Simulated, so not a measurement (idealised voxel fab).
process module | voxel self aligned vias
cross-section cut | 300 nm wide | cells 5 nm
The cross-sections in this document take the form of a grid made of square cells. They are written out as bands, in order from top to bottom. Each band consists of one or more rows of cells.
Basically the band line says how high the top is and how high the bottom is, in nm, and then what's in it from left to right, every material with its width in nm. Empty space shows up as "blank", and if a single material carries "full width" it runs the full band edge to edge.
Basically, 0 is our baseline, since under it the wafer straight out of the box is all one material. The bottom band has no lower end and keeps on going down, so it looks like "top 0, no bottom".
The expression "30->40" gives the width at the extremes of the band, the first number at its top row of cells and the second at its bottom row, with the width changing by equal amounts from each row to the next in between.
The cross-section has no changed cell in any step marked "no change".
"Closed voids list" - sealed voids, min. 8 cells, no opening to top; format: width x height at distance (distance from left edge; nm throughout).
What comes after the settings on a step's line is commentary from the simulator itself on that step.
overlay nm: how far to the right of its planned place the mask lay on this masked step (negative: to the left).

### Planned step list for the process
- 1: RECEIVE,material Si
- 2: CONFORMAL_DEP,material SiO2,thk nm 15
- 3: CONFORMAL_DEP,material SiCN,thk nm 5
- 4: DIRECTIONAL_DEP,material SiO2,thk nm 30
- 5: MASKED_ETCH,tone open,mask id LINES,width nm 30,pitch nm 55,etch materials SiO2,depth nm 30,overlay nm 0
- 6: CONFORMAL_DEP,material TiN,thk nm 5
- 7: FILL_DEP,material Ru,thk nm 10
- 8: CMP,height nm 50
- 9: SELECTIVE_ETCH,etch materials W Ru TiN,depth nm 10
- 10: FILL_DEP,material SiN,thk nm 5
- 11: CMP,height nm 50
- 12: DIRECTIONAL_DEP,material SiO2,thk nm 15
- 13: PATTERN,tone open,mask id VIAS,material resist,width nm 40,pitch nm 110,thk nm 20,overlay nm 0
- 14: DIRECTIONAL_ETCH,etch materials SiO2,depth nm 15
- 15: DIRECTIONAL_ETCH,etch materials SiN,depth nm 10
- 16: STRIP,etch materials resist
- 17: CONFORMAL_DEP,material TiN,thk nm 5
- 18: FILL_DEP,material Cu,thk nm 5
- 19: CMP,height nm 65
- 20: CONFORMAL_DEP,material SiN,thk nm 5

### Incoming wafer, cross-sectional view, post step 1
top 0, no bottom = Si full width
Closed voids list: none

### The plan above was carried out on the starting structure above with one mistake, and this cross-section shows the wafer at the end of the module
top 70, bottom 65 = SiN full width
top 65, bottom 50 = SiO2=75, then TiN=5, then Cu=30, then TiN=5, then SiO2=70, then TiN=5, then Cu=30, then TiN=5, then SiO2=75
top 50, bottom 45 = SiN=75, then TiN=10, then Cu=20, then TiN=10, then SiN=70, then TiN=10, then Cu=20, then TiN=10, then SiN=75
top 45, bottom 40 = SiO2=80, then TiN=30, then SiO2=25, then SiN=30, then SiO2=25, then TiN=30, then SiO2=80
top 40, bottom 35 = SiO2=80, then SiN=30, then SiO2=25, then SiN=30, then SiO2=25, then SiN=30, then SiO2=80
top 35, bottom 25 = SiO2=80, then TiN=5, then Ru=20, then TiN=5, then SiO2=25, then TiN=5, then Ru=20, then TiN=5, then SiO2=25, then TiN=5, then Ru=20, then TiN=5, then SiO2=80
top 25, bottom 20 = SiO2=80, then TiN=30, then SiO2=25, then TiN=30, then SiO2=25, then TiN=30, then SiO2=80
top 20, bottom 15 = SiCN full width
top 15, bottom 0 = SiO2 full width
top 0, no bottom = Si full width
Closed voids list: none
Deviation from plan: so step 8 ended up running with a different setting than we planned, it ran as CMP,height nm 45
